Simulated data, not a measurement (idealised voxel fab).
process module | voxel ribs on slabs
cross-section cut | 265 nm wide | cells 5 nm
A cross-section is a grid of square cells, given in bands from the top down. A band is one or more rows of cells.
Each band's line starts with the height of the band's top and of its bottom, in nm. Then come its materials from left to right, each with its width in nm. One material with "throughout" fills the band from edge to edge. "air" is empty space.
Height 0 is the level under which the wafer as received is all one material. The lowest band goes on downwards, as in "0 down".
A width such as "30 to 40" changes by the same amount from each row of cells to the next, from the band's top row to its bottom row.
"no change" after a step means that no cell of the cross-section changed.
closed voids: empty space of 8 cells or more with no open way to the top, each as width x height at its distance from the left edge, in nm
after a step's settings: what the simulator itself notes on the step
overlay nm, on a step with a mask: how far to the right of its planned place the mask lay; to the left if negative
plan
1 op RECEIVE | material Si
2 op DIRECTIONAL_DEP | material SiO2 | thk nm 30
3 op DIRECTIONAL_DEP | material polySi | thk nm 20
4 op DIRECTIONAL_DEP | material aC | thk nm 10
5 op PATTERN | tone cover | mask id RIB | material resist | width nm 25 | thk nm 25 | overlay nm 0
6 op DIRECTIONAL_ETCH | etch materials aC | depth nm 10
7 op STRIP | etch materials resist
8 op DIRECTIONAL_ETCH | etch materials polySi | depth nm 10
9 op STRIP | etch materials aC
10 op MASKED_ETCH | tone cover | mask id SLAB | width nm 85 | etch materials polySi | depth nm 10 | overlay nm 0
11 op FILL_DEP | material SiO2 | thk nm 30
12 op CMP | height nm 70
13 op DIRECTIONAL_DEP | material TiN | thk nm 5
14 op DIRECTIONAL_DEP | material aC | thk nm 10
15 op PATTERN | tone cover | mask id HEATER | material resist | width nm 35 | thk nm 30 | overlay nm 0
16 op DIRECTIONAL_ETCH | etch materials aC | depth nm 10
17 op STRIP | etch materials resist
18 op DIRECTIONAL_ETCH | etch materials TiN | depth nm 5
19 op STRIP | etch materials aC
20 op CONFORMAL_DEP | material SiN | thk nm 5
as received, after step 1
  0 down: Si throughout
  closed voids: none
first wafer at the end, as planned
  80 to 75: air 110 | SiN 45 | air 110
  75 to 70: SiN 115 | TiN 35 | SiN 115
  70 to 50: SiO2 throughout
  50 to 40: SiO2 120 | polySi 25 | SiO2 120
  40 to 30: SiO2 90 | polySi 85 | SiO2 90
  30 to 0: SiO2 throughout
  0 down: Si throughout
  closed voids: none
second wafer at the end: like start, like plan, one mistake
  75 to 70: air 115 | TiN 35 | air 115
  70 to 50: SiO2 throughout
  50 to 40: SiO2 120 | polySi 25 | SiO2 120
  40 to 30: SiO2 90 | polySi 85 | SiO2 90
  30 to 0: SiO2 throughout
  0 down: Si throughout
  closed voids: none
what went wrong: step 20 was left out
at the end the second wafer has, in cells: 55 fewer of SiN
